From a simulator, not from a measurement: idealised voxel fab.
The following process module bears the name voxel fin reveal.
Section shown: cut. Width: 215 nm. Cell size: 5 nm, square.
Cross-section format: a grid of square cells, given as bands from top to bottom; each band is one or more rows of cells. Heights first: top, then bottom, in nm. Then materials, left to right, each with a width in nm. "edge to edge" on a single material: fills the band edge to edge. "blank": empty space. Counting heights begins at 0, where everything beneath is, in the wafer as received, one material. The lowest band has no bottom; it goes on downwards, as "z 0 and below" shows. A two-number width, for instance "30..40", indicates that the width is equal to the first number in the top row of the band and to the second number in the bottom row, and that it changes by a constant amount per row of cells. Key: "no change" - step with no changed cell in the cross-section. Heads up: "Enclosed void entries" only lists the empty pockets with no open path to the top that are 8 cells or more, and it writes them as width x height at distance, distance from the left edge, in nm. Read whatever lies past the settings on a step's line as the simulator's own remark about the step. overlay nm: for a step with a mask, the amount by which the mask lay right of where it was planned; a negative amount means left of it.

# Planned step list for the process
1 RECEIVE | material Si
2 CONFORMAL_DEP | material SiN | thk nm 5
3 DIRECTIONAL_DEP | material aC | thk nm 15
4 PATTERN | tone cover | mask id FINS | material resist | width nm 15 | pitch nm 40 | thk nm 35 | overlay nm 0
5 DIRECTIONAL_ETCH | etch materials aC | depth nm 15
6 STRIP | etch materials resist
7 DIRECTIONAL_ETCH | etch materials SiN | depth nm 5
8 DIRECTIONAL_ETCH | etch materials Si | depth nm 40
9 STRIP | etch materials aC
10 OXIDIZE | depth nm 5
11 FILL_DEP | material SiO2 | thk nm 10
12 CMP | height nm 5
13 SELECTIVE_ETCH | etch materials SiO2 | depth nm 15
14 STRIP | etch materials SiN
15 CONFORMAL_DEP | material HfO2 | thk nm 5

# As-received state of the wafer in cross-section, equivalent to post-step 1
  z 0 and below | Si edge to edge
  Enclosed void entries: none

# End-of-module cross-section. Starting structure and process plan as above; one mistake made in running it
  z 5 to 0 | blank 60 / HfO2 20 / blank 20 / HfO2 20 / blank 20 / HfO2 20 / blank 55
  z 0 to -5 | blank 60 / HfO2 5 / Si 10 / HfO2 5 / blank 20 / HfO2 5 / Si 10 / HfO2 5 / blank 20 / HfO2 5 / Si 10 / HfO2 5 / blank 55
  z -5 to -10 | HfO2 65 / Si 10 / HfO2 30 / Si 10 / HfO2 30 / Si 10 / HfO2 60
  z -10 to -45 | SiO2 65 / Si 10 / SiO2 30 / Si 10 / SiO2 30 / Si 10 / SiO2 60
  z -45 and below | Si edge to edge
  Enclosed void entries: none
It is concluded that the wafer was processed incorrectly with respect to the plan, in that heads up, step 4 didn't go per plan, it actually ran as PATTERN | tone cover | mask id FINS | material resist | width nm 20 | pitch nm 40 | thk nm 35 | overlay nm 0
